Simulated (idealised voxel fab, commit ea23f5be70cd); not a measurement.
process module | voxel quadruple lines
cross-section cut | 215 nm wide | cells 5 nm
A cross-section is a grid of square cells, given in bands from the top down. A band is one or more rows of cells.
Each band's line starts with the height of the band's top and of its bottom, in nm. Then come its materials from left to right, each with its width in nm. One material with "throughout" fills the band from edge to edge. "air" is empty space.
Height 0 is the level under which the wafer as received is all one material. The lowest band goes on downwards, as in "0 down".
A width such as "30 to 40" changes by the same amount from each row of cells to the next, from the band's top row to its bottom row.
"no change" after a step means that no cell of the cross-section changed.
closed voids: empty space of 8 cells or more with no open way to the top, each as width x height at its distance from the left edge, in nm
after a step's settings: what the simulator itself notes on the step
overlay nm, on a step with a mask: how far to the right of its planned place the mask lay; to the left if negative
plan
1 op RECEIVE | material Si
2 op CONFORMAL_DEP | material SiO2 | thk nm 10
3 op DIRECTIONAL_DEP | material Ru | thk nm 15
4 op DIRECTIONAL_DEP | material polySi | thk nm 20
5 op DIRECTIONAL_DEP | material aC | thk nm 25
6 op PATTERN | tone cover | mask id MANDREL | material resist | width nm 20 | pitch nm 60 | thk nm 35 | overlay nm 0
7 op DIRECTIONAL_ETCH | etch materials aC | depth nm 25
8 op STRIP | etch materials resist
9 op CONFORMAL_DEP | material SiO2 | thk nm 10
10 op DIRECTIONAL_ETCH | etch materials SiO2 | depth nm 10
11 op STRIP | etch materials aC
12 op DIRECTIONAL_ETCH | etch materials polySi | depth nm 20
13 op STRIP | etch materials SiO2
14 op CONFORMAL_DEP | material SiN | thk nm 5
15 op DIRECTIONAL_ETCH | etch materials SiN | depth nm 5
16 op STRIP | etch materials polySi
17 op DIRECTIONAL_ETCH | etch materials Ru | depth nm 15
18 op STRIP | etch materials SiN
first wafer, as planned
as received, after step 1
  0 down: Si throughout
  closed voids: none
after step 2
  10 to 0: SiO2 throughout
  below 0: unchanged
after step 3
  25 to 10: Ru throughout
  below 10: unchanged
after step 4
  45 to 25: polySi throughout
  below 25: unchanged
after step 5
  70 to 45: aC throughout
  below 45: unchanged
after step 6
  105 to 70: air 65 | resist 20 | air 40 | resist 20 | air 70
  below 70: unchanged
after step 7
  80 to 70: air 65 | resist 20 | air 40 | resist 20 | air 70
  70 to 45: air 65 | aC 20 | air 40 | aC 20 | air 70
  below 45: unchanged
after step 8
  70 to 45: air 65 | aC 20 | air 40 | aC 20 | air 70
  below 45: unchanged
after step 9
  80 to 70: air 55 | SiO2 40 | air 20 | SiO2 40 | air 60
  70 to 55: air 55 | SiO2 10 | aC 20 | SiO2 10 | air 20 | SiO2 10 | aC 20 | SiO2 10 | air 60
  55 to 45: SiO2 65 | aC 20 | SiO2 40 | aC 20 | SiO2 70
  below 45: unchanged
after step 10
  70 to 45: air 55 | SiO2 10 | aC 20 | SiO2 10 | air 20 | SiO2 10 | aC 20 | SiO2 10 | air 60
  below 45: unchanged
after step 11
  70 to 45: air 55 | SiO2 10 | air 20 | SiO2 10 | air 20 | SiO2 10 | air 20 | SiO2 10 | air 60
  below 45: unchanged
after step 12
  70 to 45: air 55 | SiO2 10 | air 20 | SiO2 10 | air 20 | SiO2 10 | air 20 | SiO2 10 | air 60
  45 to 25: air 55 | polySi 10 | air 20 | polySi 10 | air 20 | polySi 10 | air 20 | polySi 10 | air 60
  below 25: unchanged
after step 13
  45 to 25: air 55 | polySi 10 | air 20 | polySi 10 | air 20 | polySi 10 | air 20 | polySi 10 | air 60
  below 25: unchanged
after step 14
  50 to 45: air 50 | SiN 20 | air 10 | SiN 20 | air 10 | SiN 20 | air 10 | SiN 20 | air 55
  45 to 30: air 50 | SiN 5 | polySi 10 | SiN 5 | air 10 | SiN 5 | polySi 10 | SiN 5 | air 10 | SiN 5 | polySi 10 | SiN 5 | air 10 | SiN 5 | polySi 10 | SiN 5 | air 55
  30 to 25: SiN 55 | polySi 10 | SiN 20 | polySi 10 | SiN 20 | polySi 10 | SiN 20 | polySi 10 | SiN 60
  below 25: unchanged
after step 15
  45 to 25: air 50 | SiN 5 | polySi 10 | SiN 5 | air 10 | SiN 5 | polySi 10 | SiN 5 | air 10 | SiN 5 | polySi 10 | SiN 5 | air 10 | SiN 5 | polySi 10 | SiN 5 | air 55
  below 25: unchanged
after step 16
  45 to 25: air 50 | SiN 5 | air 10 | SiN 5 | air 10 | SiN 5 | air 10 | SiN 5 | air 10 | SiN 5 | air 10 | SiN 5 | air 10 | SiN 5 | air 10 | SiN 5 | air 55
  below 25: unchanged
after step 17
  45 to 25: air 50 | SiN 5 | air 10 | SiN 5 | air 10 | SiN 5 | air 10 | SiN 5 | air 10 | SiN 5 | air 10 | SiN 5 | air 10 | SiN 5 | air 10 | SiN 5 | air 55
  25 to 10: air 50 | Ru 5 | air 10 | Ru 5 | air 10 | Ru 5 | air 10 | Ru 5 | air 10 | Ru 5 | air 10 | Ru 5 | air 10 | Ru 5 | air 10 | Ru 5 | air 55
  below 10: unchanged
after step 18
  25 to 10: air 50 | Ru 5 | air 10 | Ru 5 | air 10 | Ru 5 | air 10 | Ru 5 | air 10 | Ru 5 | air 10 | Ru 5 | air 10 | Ru 5 | air 10 | Ru 5 | air 55
  below 10: unchanged
second wafer: like start, like plan, one mistake. Through step 1 it matches the first wafer
when step 2 should have ended: no change
when step 3 should have ended
  15 to 0: Ru throughout
  below 0: unchanged
when step 4 should have ended
  35 to 15: polySi throughout
  below 15: unchanged
when step 5 should have ended
  60 to 35: aC throughout
  below 35: unchanged
when step 6 should have ended
  95 to 60: air 65 | resist 20 | air 40 | resist 20 | air 70
  below 60: unchanged
when step 7 should have ended
  70 to 60: air 65 | resist 20 | air 40 | resist 20 | air 70
  60 to 35: air 65 | aC 20 | air 40 | aC 20 | air 70
  below 35: unchanged
when step 8 should have ended
  60 to 35: air 65 | aC 20 | air 40 | aC 20 | air 70
  below 35: unchanged
when step 9 should have ended
  70 to 60: air 55 | SiO2 40 | air 20 | SiO2 40 | air 60
  60 to 45: air 55 | SiO2 10 | aC 20 | SiO2 10 | air 20 | SiO2 10 | aC 20 | SiO2 10 | air 60
  45 to 35: SiO2 65 | aC 20 | SiO2 40 | aC 20 | SiO2 70
  below 35: unchanged
when step 10 should have ended
  60 to 35: air 55 | SiO2 10 | aC 20 | SiO2 10 | air 20 | SiO2 10 | aC 20 | SiO2 10 | air 60
  below 35: unchanged
when step 11 should have ended
  60 to 35: air 55 | SiO2 10 | air 20 | SiO2 10 | air 20 | SiO2 10 | air 20 | SiO2 10 | air 60
  below 35: unchanged
when step 12 should have ended
  60 to 35: air 55 | SiO2 10 | air 20 | SiO2 10 | air 20 | SiO2 10 | air 20 | SiO2 10 | air 60
  35 to 15: air 55 | polySi 10 | air 20 | polySi 10 | air 20 | polySi 10 | air 20 | polySi 10 | air 60
  below 15: unchanged
when step 13 should have ended
  35 to 15: air 55 | polySi 10 | air 20 | polySi 10 | air 20 | polySi 10 | air 20 | polySi 10 | air 60
  below 15: unchanged
when step 14 should have ended
  40 to 35: air 50 | SiN 20 | air 10 | SiN 20 | air 10 | SiN 20 | air 10 | SiN 20 | air 55
  35 to 20: air 50 | SiN 5 | polySi 10 | SiN 5 | air 10 | SiN 5 | polySi 10 | SiN 5 | air 10 | SiN 5 | polySi 10 | SiN 5 | air 10 | SiN 5 | polySi 10 | SiN 5 | air 55
  20 to 15: SiN 55 | polySi 10 | SiN 20 | polySi 10 | SiN 20 | polySi 10 | SiN 20 | polySi 10 | SiN 60
  below 15: unchanged
when step 15 should have ended
  35 to 15: air 50 | SiN 5 | polySi 10 | SiN 5 | air 10 | SiN 5 | polySi 10 | SiN 5 | air 10 | SiN 5 | polySi 10 | SiN 5 | air 10 | SiN 5 | polySi 10 | SiN 5 | air 55
  below 15: unchanged
when step 16 should have ended
  35 to 15: air 50 | SiN 5 | air 10 | SiN 5 | air 10 | SiN 5 | air 10 | SiN 5 | air 10 | SiN 5 | air 10 | SiN 5 | air 10 | SiN 5 | air 10 | SiN 5 | air 55
  below 15: unchanged
when step 17 should have ended
  35 to 15: air 50 | SiN 5 | air 10 | SiN 5 | air 10 | SiN 5 | air 10 | SiN 5 | air 10 | SiN 5 | air 10 | SiN 5 | air 10 | SiN 5 | air 10 | SiN 5 | air 55
  15 to 0: air 50 | Ru 5 | air 10 | Ru 5 | air 10 | Ru 5 | air 10 | Ru 5 | air 10 | Ru 5 | air 10 | Ru 5 | air 10 | Ru 5 | air 10 | Ru 5 | air 55
  below 0: unchanged
when step 18 should have ended
  15 to 0: air 50 | Ru 5 | air 10 | Ru 5 | air 10 | Ru 5 | air 10 | Ru 5 | air 10 | Ru 5 | air 10 | Ru 5 | air 10 | Ru 5 | air 10 | Ru 5 | air 55
  below 0: unchanged
what went wrong: step 2 was left out
at the end the second wafer has, in cells: 86 fewer of SiO2
